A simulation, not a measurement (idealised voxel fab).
The document below concerns the process module designated voxel ribs on slabs.
The cross-section shown here is cut; it is 180 nm wide and divided into square cells measuring 5 nm on a side.
How to read a cross-section here: the picture is a grid of square cells, written as bands going from the top down, and any band can span one or more rows of cells. A band entry consists of two parts. The first gives the height of the band's top and the height of its bottom, in nm. The rest lists the band's materials from left to right, each with its width in nm. A single material labelled with the word "full width" fills the band from edge to edge, and the word "air" marks empty space. Convention: height 0 is the level below which the wafer, as received, is all one material. The lowest band does not terminate at the bottom but continues downward, represented as "0 -> down". Note: "30..40" means the width goes from the first number (top row of the band) to the second number (bottom row) in equal steps per row of cells. Key: "everything unchanged" - step with no changed cell in the cross-section. "Closed void catalog" specifies each empty space that is not open to the top and that occupies no fewer than 8 cells, using the form width x height at distance, the distance measured from the left edge and all three quantities in nm. Step line, after settings: the simulator's comment on this step. overlay nm: mask right of planned place by this much (step with mask). Neg. = left.
LISTED BELOW ARE THE PROCESS STEPS AS PLANNED
| 1 | RECEIVE,material Si |
| 2 | DIRECTIONAL_DEP,material SiO2,thk nm 20 |
| 3 | DIRECTIONAL_DEP,material SiN,thk nm 15 |
| 4 | DIRECTIONAL_DEP,material aC,thk nm 15 |
| 5 | PATTERN,tone cover,mask id RIB,material resist,width nm 20,thk nm 35,overlay nm 0 |
| 6 | DIRECTIONAL_ETCH,etch materials aC,depth nm 15 |
| 7 | STRIP,etch materials resist |
| 8 | DIRECTIONAL_ETCH,etch materials SiN,depth nm 5 |
| 9 | STRIP,etch materials aC |
| 10 | DIRECTIONAL_DEP,material aC,thk nm 10 |
| 11 | PATTERN,tone cover,mask id SLAB,material resist,width nm 60,thk nm 30,overlay nm 0 |
| 12 | DIRECTIONAL_ETCH,etch materials aC,depth nm 10 |
| 13 | STRIP,etch materials resist |
| 14 | DIRECTIONAL_ETCH,etch materials SiN,depth nm 10 |
| 15 | STRIP,etch materials aC |
| 16 | FILL_DEP,material SiO2,thk nm 20 |
| 17 | CMP,height nm 40 |
| 18 | DIRECTIONAL_DEP,material TiN,thk nm 10 |
| 19 | DIRECTIONAL_DEP,material aC,thk nm 15 |
| 20 | PATTERN,tone cover,mask id HEATER,material resist,width nm 30,thk nm 35,overlay nm 0 |
| 21 | DIRECTIONAL_ETCH,etch materials aC,depth nm 15 |
| 22 | STRIP,etch materials resist |
| 23 | DIRECTIONAL_ETCH,etch materials TiN,depth nm 10 |
| 24 | STRIP,etch materials aC |
| 25 | CONFORMAL_DEP,material SiO2,thk nm 10 |
Quick note for whoever runs this: the wafers start identical, but the height nm at step 17 isn't the same across them. The plan just shows what the first wafer had.
HERE'S THE FIRST OF THE WAFERS IN CROSS-SECTION, JUST AS WE GOT IT, I.E. AFTER STEP 1
	0 -> down | Si full width
	Closed void catalog: none
LAST STEP OF THE MODULE IS STEP 25; AFTER IT, THE FIRST OF SEVERAL WAFERS IN CROSS-SECTION
	60 -> 50 | air=65, then SiO2=50, then air=65
	50 -> 40 | SiO2=75, then TiN=30, then SiO2=75
	40 -> 35 | SiO2 full width
	35 -> 30 | SiO2=80, then SiN=20, then SiO2=80
	30 -> 20 | SiO2=60, then SiN=60, then SiO2=60
	20 -> 0 | SiO2 full width
	0 -> down | Si full width
	Closed void catalog: none
LAST WAFER, END OF MODULE, CROSS-SECTION
	75 -> 65 | air=65, then SiO2=50, then air=65
	65 -> 55 | SiO2=75, then TiN=30, then SiO2=75
	55 -> 35 | SiO2 full width
	35 -> 30 | SiO2=80, then SiN=20, then SiO2=80
	30 -> 20 | SiO2=60, then SiN=60, then SiO2=60
	20 -> 0 | SiO2 full width
	0 -> down | Si full width
	Closed void catalog: none
SO IN THIS TABLE EVERY WAFER GETS ITS OWN ROW, AND WHAT YOU SEE IS WHERE IT STANDS AT THE END OF THE MODULE: FOR EACH MATERIAL, HOW MANY CELLS IT PICKED UP (+) OR GAVE UP (-) SINCE WE RECEIVED IT, AND AFTER THAT ITS CLOSED VOIDS
height nm 40 | +28 SiN | +340 SiO2 | +12 TiN | Closed void catalog: none
height nm 45 | +28 SiN | +376 SiO2 | +12 TiN | Closed void catalog: none
height nm 50 | +28 SiN | +412 SiO2 | +12 TiN | Closed void catalog: none
height nm 55 | +28 SiN | +448 SiO2 | +12 TiN | Closed void catalog: none
